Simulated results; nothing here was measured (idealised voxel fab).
process module | voxel ribs on slabs
The figure presents cross-section cut, which has a width of 195 nm and is divided into square cells with an edge length of 5 nm.
A cross-section is written here as square cells arranged in a grid, and it is given in bands from the top down, each band taking up one or more rows of cells. First you get the band's top height and its bottom height, in nm, and then the materials it's made of, left to right, with each width in nm. If you see a single material with "all across", that one covers the band edge to edge. "air" is empty space. Heights from 0 (as-received wafer is one material below). Bottom band endless downward, as "z 0 and below". The two numbers in a width such as "30..40" mark its ends across the band: the first belongs to the top row of cells, the second to the bottom row, and from each row to the next the width moves by the same amount. "changes: none", as given for a step, is the statement that not any cell of the cross-section underwent a change during that step. "Sealed void listing" specifies each empty space that is not open to the top and that occupies no fewer than 8 cells, using the form width x height at distance, the distance measured from the left edge and all three quantities in nm. Formally, on a step line, whatever follows the settings is a remark that the simulator itself makes on the step. What "overlay nm" on a step's line means: if the step has a mask, that mask lay this far to the right of its planned place, or, when the value is negative, to the left.

Planned process steps:
1. RECEIVE | material Si
2. DIRECTIONAL_DEP | material SiO2 | thk nm 20
3. DIRECTIONAL_DEP | material SiN | thk nm 25
4. MASKED_ETCH | tone cover | mask id RIB | width nm 15 | etch materials SiN | depth nm 5 | overlay nm 0
5. PATTERN | tone cover | mask id SLAB | material resist | width nm 55 | thk nm 15 | overlay nm 0
6. DIRECTIONAL_ETCH | etch materials SiN | depth nm 20
7. STRIP | etch materials resist
8. FILL_DEP | material SiO2 | thk nm 30
9. CMP | height nm 65
10. DIRECTIONAL_DEP | material W | thk nm 10
11. DIRECTIONAL_DEP | material aC | thk nm 10
12. PATTERN | tone cover | mask id HEATER | material resist | width nm 25 | thk nm 25 | overlay nm 0
13. DIRECTIONAL_ETCH | etch materials aC | depth nm 10
14. STRIP | etch materials resist
15. DIRECTIONAL_ETCH | etch materials W | depth nm 10
16. STRIP | etch materials aC
17. CONFORMAL_DEP | material SiN | thk nm 10

What follows covers the first of two wafers; it ran as planned:

As received, after step 1:
- z 0 and below | Si all across
- Sealed void listing: none

Step 2 complete: cross-section through the wafer:
- z 20 to 0 | SiO2 all across
- Unchanged below 0.

Step 3 complete: cross-section through the wafer:
- z 45 to 20 | SiN all across
- Unchanged below 20.

Step 4 complete: cross-section through the wafer:
- z 45 to 40 | air=90 | SiN=15 | air=90
- Unchanged below 40.

Step 5 complete: cross-section through the wafer:
- z 60 to 45 | air=70 | resist=55 | air=70
- z 45 to 40 | air=70 | resist=20 | SiN=15 | resist=20 | air=70
- Unchanged below 40.

Step 6 complete: cross-section through the wafer:
- z 60 to 45 | air=70 | resist=55 | air=70
- z 45 to 40 | air=70 | resist=20 | SiN=15 | resist=20 | air=70
- z 40 to 20 | air=70 | SiN=55 | air=70
- Unchanged below 20.

Step 7 complete: cross-section through the wafer:
- z 45 to 40 | air=90 | SiN=15 | air=90
- Unchanged below 40.

Step 8 complete: cross-section through the wafer:
- z 75 to 45 | SiO2 all across
- z 45 to 40 | SiO2=90 | SiN=15 | SiO2=90
- z 40 to 20 | SiO2=70 | SiN=55 | SiO2=70
- Unchanged below 20.

Step 9 complete: cross-section through the wafer:
- z 65 to 45 | SiO2 all across
- Unchanged below 45.

Step 10 complete: cross-section through the wafer:
- z 75 to 65 | W all across
- Unchanged below 65.

Step 11 complete: cross-section through the wafer:
- z 85 to 75 | aC all across
- Unchanged below 75.

Step 12 complete: cross-section through the wafer:
- z 110 to 85 | air=85 | resist=25 | air=85
- Unchanged below 85.

Step 13 complete: cross-section through the wafer:
- z 100 to 85 | air=85 | resist=25 | air=85
- z 85 to 75 | air=85 | aC=25 | air=85
- Unchanged below 75.

Step 14 complete: cross-section through the wafer:
- z 85 to 75 | air=85 | aC=25 | air=85
- Unchanged below 75.

Step 15 complete: cross-section through the wafer:
- z 85 to 75 | air=85 | aC=25 | air=85
- z 75 to 65 | air=85 | W=25 | air=85
- Unchanged below 65.

Step 16 complete: cross-section through the wafer:
- z 75 to 65 | air=85 | W=25 | air=85
- Unchanged below 65.

Step 17 complete: cross-section through the wafer:
- z 85 to 75 | air=75 | SiN=45 | air=75
- z 75 to 65 | SiN=85 | W=25 | SiN=85
- Unchanged below 65.

Now the other wafer: same start, same recipe, but we messed up one thing when running it. Up to and including step 16 it's the same as the first one:

Second wafer, section view, time point: scheduled end of step 17: changes: none
Which mistake was made when the wafer was run? step 17 was dropped from the plan's execution and never run
Final difference in cells, second wafer against first, listed per material as more or fewer: -86 SiN
